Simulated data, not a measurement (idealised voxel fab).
process module | voxel wiring stack
cross-section cut | 200 nm wide | cells 5 nm
A cross-section is a grid of square cells, given in bands from the top down. A band is one or more rows of cells.
Each band's line starts with the height of the band's top and of its bottom, in nm. Then come its materials from left to right, each with its width in nm. One material with "throughout" fills the band from edge to edge. "air" is empty space.
Height 0 is the level under which the wafer as received is all one material. The lowest band goes on downwards, as in "0 down".
A width such as "30 to 40" changes by the same amount from each row of cells to the next, from the band's top row to its bottom row.
"no change" after a step means that no cell of the cross-section changed.
closed voids: empty space of 8 cells or more with no open way to the top, each as width x height at its distance from the left edge, in nm
after a step's settings: what the simulator itself notes on the step
overlay nm, on a step with a mask: how far to the right of its planned place the mask lay; to the left if negative
plan
1 op RECEIVE | material Si
2 op CONFORMAL_DEP | material SiO2 | thk nm 15
3 op CONFORMAL_DEP | material SiN | thk nm 5
4 op DIRECTIONAL_DEP | material SiO2 | thk nm 15
5 op DIRECTIONAL_DEP | material aC | thk nm 15
6 op PATTERN | tone open | mask id METAL_1 | material resist | width nm 25 | pitch nm 55 | thk nm 30 | overlay nm 0
7 op DIRECTIONAL_ETCH | etch materials aC | depth nm 15
8 op STRIP | etch materials resist
9 op DIRECTIONAL_ETCH | etch materials SiO2 | depth nm 15
10 op DIRECTIONAL_ETCH | etch materials SiN | depth nm 5
11 op STRIP | etch materials aC
12 op CONFORMAL_DEP | material TiN | thk nm 5
13 op FILL_DEP | material Cu | thk nm 5
14 op CMP | height nm 35
15 op EPI | material Ru | thk nm 5
16 op FILL_DEP | material SiCN | thk nm 5
17 op DIRECTIONAL_DEP | material lowk | thk nm 20
18 op DIRECTIONAL_DEP | material aC | thk nm 15
19 op PATTERN | tone open | mask id PLUG_1 | material resist | width nm 15 | pitch nm 110 | thk nm 30 | overlay nm 0
20 op DIRECTIONAL_ETCH | etch materials aC | depth nm 15
21 op STRIP | etch materials resist
22 op DIRECTIONAL_ETCH | etch materials lowk | depth nm 20
23 op DIRECTIONAL_ETCH | etch materials SiCN | depth nm 5
24 op STRIP | etch materials aC
25 op EPI | material Ru | thk nm 10
26 op EPI | material Ru | thk nm 10
27 op EPI | material Ru | thk nm 5
28 op CONFORMAL_DEP | material SiN | thk nm 5
29 op DIRECTIONAL_DEP | material lowk | thk nm 20
30 op MASKED_ETCH | tone open | mask id METAL_2 | width nm 25 | pitch nm 55 | etch materials lowk | depth nm 20 | overlay nm 0
31 op MASKED_ETCH | tone open | mask id METAL_2 | width nm 25 | pitch nm 55 | etch materials SiN | depth nm 5 | overlay nm 0
32 op CONFORMAL_DEP | material TiN | thk nm 5
33 op FILL_DEP | material Ru | thk nm 5
34 op CMP | height nm 90
35 op EPI | material Ru | thk nm 5
36 op FILL_DEP | material SiCN | thk nm 5
37 op DIRECTIONAL_DEP | material lowk | thk nm 30
38 op PATTERN | tone open | mask id METAL_3_HOLES | material resist | width nm 15 | pitch nm 110 | thk nm 15 | overlay nm 0
39 op DIRECTIONAL_ETCH | etch materials lowk | depth nm 30
40 op STRIP | etch materials resist
41 op MASKED_ETCH | tone open | mask id METAL_3 | width nm 25 | pitch nm 55 | etch materials lowk | depth nm 15 | overlay nm 0
42 op MASKED_ETCH | tone open | mask id METAL_3 | width nm 25 | pitch nm 55 | etch materials SiCN | depth nm 5 | overlay nm 0
43 op CONFORMAL_DEP | material TiN | thk nm 5
44 op FILL_DEP | material Cu | thk nm 10
45 op CMP | height nm 130
46 op CONFORMAL_DEP | material SiCN | thk nm 5
47 op DIRECTIONAL_DEP | material SiO2 | thk nm 20
48 op MASKED_ETCH | tone open | mask id PLUG_3 | width nm 15 | pitch nm 110 | etch materials SiO2 | depth nm 20 | overlay nm 0
49 op MASKED_ETCH | tone open | mask id PLUG_3 | width nm 15 | pitch nm 110 | etch materials SiCN | depth nm 5 | overlay nm 0
50 op EPI | material Ru | thk nm 10
51 op EPI | material Ru | thk nm 10
52 op EPI | material Ru | thk nm 5
53 op CONFORMAL_DEP | material SiN | thk nm 5
54 op DIRECTIONAL_DEP | material SiO2 | thk nm 25
55 op PATTERN | tone open | mask id METAL_4 | material resist | width nm 25 | pitch nm 55 | thk nm 20 | overlay nm 0
56 op DIRECTIONAL_ETCH | etch materials SiO2 | depth nm 25
57 op DIRECTIONAL_ETCH | etch materials SiN | depth nm 5
58 op STRIP | etch materials resist
59 op CONFORMAL_DEP | material TiN | thk nm 5
60 op FILL_DEP | material Cu | thk nm 5
61 op CMP | height nm 185
62 op CONFORMAL_DEP | material SiN | thk nm 5
as received, after step 1
  0 down: Si throughout
  closed voids: none
a wafer at the end: this start, this plan, one mistake
  190 to 185: SiN throughout
  185 to 160: SiO2 30 | TiN 5 | Cu 15 | TiN 5 | SiO2 30 | TiN 5 | Cu 15 | TiN 5 | SiO2 30 | TiN 5 | Cu 15 | TiN 5 | SiO2 35
  160 to 155: SiN 30 | TiN 25 | SiN 30 | TiN 25 | SiN 30 | TiN 25 | SiN 35
  155 to 135: SiO2 30 | Ru 15 | SiO2 95 | Ru 15 | SiO2 45
  135 to 130: SiCN 30 | Ru 15 | SiCN 95 | Ru 15 | SiCN 45
  130 to 120: lowk 30 | TiN 5 | Cu 15 | TiN 5 | lowk 30 | TiN 5 | Cu 15 | TiN 5 | lowk 30 | TiN 5 | Cu 15 | TiN 5 | lowk 35
  120 to 115: lowk 30 | TiN 5 | Cu 5 | TiN 15 | lowk 30 | TiN 25 | lowk 30 | TiN 5 | Cu 5 | TiN 15 | lowk 35
  115 to 100: lowk 30 | TiN 5 | Cu 5 | TiN 5 | lowk 95 | TiN 5 | Cu 5 | TiN 5 | lowk 45
  100 to 95: SiCN 30 | TiN 15 | SiCN 95 | TiN 15 | SiCN 45
  95 to 90: SiCN 25 | Ru 35 | SiCN 20 | Ru 35 | SiCN 20 | Ru 35 | SiCN 30
  90 to 70: lowk 30 | TiN 5 | Ru 15 | TiN 5 | lowk 30 | TiN 5 | Ru 15 | TiN 5 | lowk 30 | TiN 5 | Ru 15 | TiN 5 | lowk 35
  70 to 65: SiN 30 | TiN 25 | SiN 30 | TiN 25 | SiN 30 | TiN 25 | SiN 35
  65 to 45: lowk 30 | Ru 15 | lowk 95 | Ru 15 | lowk 45
  45 to 40: SiCN 30 | Ru 15 | SiCN 95 | Ru 15 | SiCN 45
  40 to 35: SiCN 30 | Ru 25 | SiCN 30 | Ru 25 | SiCN 30 | Ru 25 | SiCN 35
  35 to 20: SiO2 35 | TiN 5 | Cu 5 | TiN 5 | SiO2 40 | TiN 5 | Cu 5 | TiN 5 | SiO2 40 | TiN 5 | Cu 5 | TiN 5 | SiO2 40
  20 to 15: SiN 35 | TiN 15 | SiN 40 | TiN 15 | SiN 40 | TiN 15 | SiN 40
  15 to 0: SiO2 throughout
  0 down: Si throughout
  closed voids: none
what went wrong: step 6 ran as: op PATTERN | tone open | mask id METAL_1 | material resist | width nm 15 | pitch nm 55 | thk nm 30 | overlay nm 0
